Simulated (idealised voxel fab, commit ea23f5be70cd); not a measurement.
Process module in this document: voxel fin reveal
The width of the displayed cross-section, cut, is 260 nm; its cells are square, with a size of 5 nm.
The cross-sections in this document take the form of a grid made of square cells. They are written out as bands, in order from top to bottom. Each band consists of one or more rows of cells. Each band's line starts with the height of the band's top and of its bottom, in nm. Then come its materials from left to right, each with its width in nm. One material with "throughout" fills the band from edge to edge. "empty" is empty space. Where do heights start? At 0: under that level the wafer as delivered is made of one material only. And the lowest band has no floor; it just carries on downward, as in "0..down". The width entry "30->40" should be interpreted row by row: the top row of cells in the band takes the first number, the bottom row takes the second number, and the change between adjacent rows is uniform throughout. Given "nothing changed" for a step, no cell of the cross-section differs between before and after that step. Empty spaces without an open route to the top, at least 8 cells in extent, make up the entry "Closed void register"; each is given as width x height at distance, where the distance is measured from the left edge, and all are in nm. Read whatever lies past the settings on a step's line as the simulator's own remark about the step. The line of a step may include "overlay nm". On a step with a mask, this value is how far to the right of its planned place the mask lay. A negative value means the mask lay to the left.

### Here's what the planned process steps look like
1) RECEIVE, material Si
2) CONFORMAL_DEP, material SiN, thk nm 5
3) PATTERN, tone cover, mask id FINS, material resist, width nm 15, pitch nm 40, thk nm 20, overlay nm 0
4) DIRECTIONAL_ETCH, etch materials SiN, depth nm 5
5) DIRECTIONAL_ETCH, etch materials Si, depth nm 30
6) STRIP, etch materials resist
7) OXIDIZE, depth nm 5
8) FILL_DEP, material SiO2, thk nm 15
9) CMP, height nm 5
10) SELECTIVE_ETCH, etch materials SiO2, depth nm 15
11) STRIP, etch materials SiN
12) CONFORMAL_DEP, material HfO2, thk nm 5

### Incoming wafer in cross-section (state: after step 1)
- 0..down = Si throughout
- Closed void register: none

### The first of two wafers, cross-sectioned at the end of the module, with the run proceeding as planned
- 5..0 = empty (80) | HfO2 (15) | empty (25) | HfO2 (15) | empty (25) | HfO2 (15) | empty (85)
- 0..-5 = empty (80) | HfO2 (5) | Si (5) | HfO2 (5) | empty (25) | HfO2 (5) | Si (5) | HfO2 (5) | empty (25) | HfO2 (5) | Si (5) | HfO2 (5) | empty (85)
- -5..-10 = HfO2 (85) | Si (5) | HfO2 (35) | Si (5) | HfO2 (35) | Si (5) | HfO2 (90)
- -10..-35 = SiO2 (85) | Si (5) | SiO2 (35) | Si (5) | SiO2 (35) | Si (5) | SiO2 (90)
- -35..down = Si throughout
- Closed void register: none

### Cross-sectional view: second of two wafers, end of module; start and plan identical to the first, one mistake in running
- 5..0 = HfO2 (80) | empty (15) | HfO2 (25) | empty (15) | HfO2 (25) | empty (15) | HfO2 (85)
- 0..-5 = Si (75) | HfO2 (5) | empty (15) | HfO2 (5) | Si (15) | HfO2 (5) | empty (15) | HfO2 (5) | Si (15) | HfO2 (5) | empty (15) | HfO2 (5) | Si (80)
- -5..-10 = Si (75) | HfO2 (25) | Si (15) | HfO2 (25) | Si (15) | HfO2 (25) | Si (80)
- -10..-35 = Si (75) | SiO2 (25) | Si (15) | SiO2 (25) | Si (15) | SiO2 (25) | Si (80)
- -35..down = Si throughout
- Closed void register: none
Where did the run depart from the plan? it should be noted that step 3 was executed with settings other than those planned, the operation and settings actually applied being PATTERN, tone open, mask id FINS, material resist, width nm 15, pitch nm 40, thk nm 20, overlay nm 0
Wafer comparison, final, in cells, second relative to first, materials more or fewer: +238 Si, -170 SiO2
